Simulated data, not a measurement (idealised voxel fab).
process module | voxel gate over fins
cross-section cut | 180 nm wide | cells 5 nm
A cross-section is a grid of square cells, given in bands from the top down. A band is one or more rows of cells.
Each band's line starts with the height of the band's top and of its bottom, in nm. Then come its materials from left to right, each with its width in nm. One material with "throughout" fills the band from edge to edge. "air" is empty space.
Height 0 is the level under which the wafer as received is all one material. The lowest band goes on downwards, as in "0 down".
A width such as "30 to 40" changes by the same amount from each row of cells to the next, from the band's top row to its bottom row.
"no change" after a step means that no cell of the cross-section changed.
closed voids: empty space of 8 cells or more with no open way to the top, each as width x height at its distance from the left edge, in nm
after a step's settings: what the simulator itself notes on the step
overlay nm, on a step with a mask: how far to the right of its planned place the mask lay; to the left if negative
plan
1 op RECEIVE | material Si
2 op CONFORMAL_DEP | material SiN | thk nm 10
3 op MASKED_ETCH | tone cover | mask id FINS | width nm 15 | pitch nm 60 | etch materials SiN | depth nm 10 | overlay nm 0
4 op MASKED_ETCH | tone cover | mask id FINS | width nm 15 | pitch nm 60 | etch materials Si | depth nm 35 | overlay nm 0
5 op FILL_DEP | material SiO2 | thk nm 15
6 op CMP | height nm 10
7 op MASKED_ETCH | tone open | mask id RAIL | width nm 15 | etch materials SiO2 | depth nm 40 | overlay nm 0
8 op CONFORMAL_DEP | material TiN | thk nm 5
9 op FILL_DEP | material W | thk nm 10
10 op CMP | height nm 10
11 op SELECTIVE_ETCH | etch materials W Ru TiN | depth nm 25
12 op FILL_DEP | material SiO2 | thk nm 5
13 op CMP | height nm 10
14 op SELECTIVE_ETCH | etch materials SiO2 | depth nm 20
15 op STRIP | etch materials SiN
16 op CONFORMAL_DEP | material HfO2 | thk nm 5
17 op CONFORMAL_DEP | material TiN | thk nm 5
18 op FILL_DEP | material W | thk nm 10
19 op CMP | height nm 15
20 op CONFORMAL_DEP | material SiCN | thk nm 10
as received, after step 1
  0 down: Si throughout
  closed voids: none
a wafer at the end: this start, this plan, one mistake
  25 to 15: SiCN throughout
  15 to 5: W throughout
  5 to 0: W 45 | TiN 25 | W 35 | TiN 25 | W 50
  0 to -5: W 45 | TiN 5 | Si 15 | TiN 5 | W 35 | TiN 5 | Si 15 | TiN 5 | W 50
  -5 to -10: TiN 50 | Si 15 | TiN 45 | Si 15 | TiN 55
  -10 to -15: SiO2 50 | Si 15 | SiO2 45 | Si 15 | SiO2 55
  -15 to -25: SiO2 50 | Si 15 | SiO2 15 | TiN 5 | W 5 | TiN 5 | SiO2 15 | Si 15 | SiO2 55
  -25 to -30: SiO2 50 | Si 15 | SiO2 15 | TiN 15 | SiO2 15 | Si 15 | SiO2 55
  -30 to -35: SiO2 50 | Si 15 | SiO2 45 | Si 15 | SiO2 55
  -35 down: Si throughout
  closed voids: none
what went wrong: step 16 was left out
